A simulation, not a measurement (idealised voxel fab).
Name of the process module below: voxel self aligned vias
Square cell edge 5 nm, section width 280 nm, ID cut.
Heads up, the way a cross-section reads in here is a grid of square cells, handed over as bands from the top down, with every band being one or more rows of cells.
The band entry comprises the height of the band's top followed by the height of its bottom, expressed in nm, and subsequently the band's materials from left to right, each stated together with its width in nm. Where a single material is marked with the word "throughout", that material fills the band from edge to edge. The word "empty" represents empty space.
Where do heights start? At 0: under that level the wafer as delivered is made of one material only. And the lowest band has no floor; it just carries on downward, as in "0 and below".
Graded width ("30 to 40"): value in top row of band = first number; value in bottom row = second number; row-to-row change constant.
"remained unchanged" means the step left every cell of the cross-section as it was.
For the entry "Closed internal voids", the listed items are empty spaces with no open way to the top whose size is 8 cells or more; each item follows the pattern width x height at distance, where distance is from the left edge and all three are in nm.
Text after the settings on a step's line: the simulator's own remark on that step.
overlay nm: where the mask lay relative to plan, measured to the right, on steps with a mask; negatives go left.

-- The following list gives the planned process steps
1 RECEIVE [material Si]
2 CONFORMAL_DEP [material SiO2] [thk nm 10]
3 CONFORMAL_DEP [material SiCN] [thk nm 5]
4 DIRECTIONAL_DEP [material SiO2] [thk nm 25]
5 PATTERN [tone open] [mask id LINES] [material resist] [width nm 20] [pitch nm 50] [thk nm 15] [overlay nm 0]
6 DIRECTIONAL_ETCH [etch materials SiO2] [depth nm 25]
7 STRIP [etch materials resist]
8 CONFORMAL_DEP [material TiN] [thk nm 5]
9 FILL_DEP [material Ru] [thk nm 10]
10 CMP [height nm 40]
11 SELECTIVE_ETCH [etch materials W Ru TiN] [depth nm 5]
12 FILL_DEP [material SiN] [thk nm 10]
13 CMP [height nm 40]
14 DIRECTIONAL_DEP [material SiO2] [thk nm 20]
15 MASKED_ETCH [tone open] [mask id VIAS] [width nm 30] [pitch nm 50] [etch materials SiO2] [depth nm 20] [overlay nm 0]
16 MASKED_ETCH [tone open] [mask id VIAS] [width nm 30] [pitch nm 50] [etch materials SiN] [depth nm 5] [overlay nm 0]
17 CONFORMAL_DEP [material TiN] [thk nm 5]
18 FILL_DEP [material W] [thk nm 10]
19 CMP [height nm 60]
20 CONFORMAL_DEP [material SiCN] [thk nm 5]

-- Received-state cross-section, reflecting completion of step 1
0 and below | Si throughout
Closed internal voids: none

-- Wafer cross-section at end of module: start and plan as shown above, one execution error
65 down to 60 | SiCN throughout
60 down to 45 | SiO2=80, TiN=5, W=15, TiN=5, SiO2=25, TiN=5, W=15, TiN=5, SiO2=25, TiN=5, W=15, TiN=5, SiO2=75
45 down to 40 | SiO2=80, TiN=5, W=10, TiN=10, SiO2=25, TiN=5, W=10, TiN=10, SiO2=25, TiN=5, W=10, TiN=10, SiO2=75
40 down to 35 | SiO2=80, TiN=20, SiO2=30, TiN=20, SiO2=30, TiN=20, SiO2=80
35 down to 20 | SiO2=80, TiN=5, Ru=10, TiN=5, SiO2=30, TiN=5, Ru=10, TiN=5, SiO2=30, TiN=5, Ru=10, TiN=5, SiO2=80
20 down to 15 | SiO2=80, TiN=20, SiO2=30, TiN=20, SiO2=30, TiN=20, SiO2=80
15 down to 10 | SiCN throughout
10 down to 0 | SiO2 throughout
0 and below | Si throughout
Closed internal voids: none
What was done differently from what was planned? step 15 changed vs plan, executed as MASKED_ETCH [tone open] [mask id VIAS] [width nm 25] [pitch nm 50] [etch materials SiO2] [depth nm 20] [overlay nm 0]
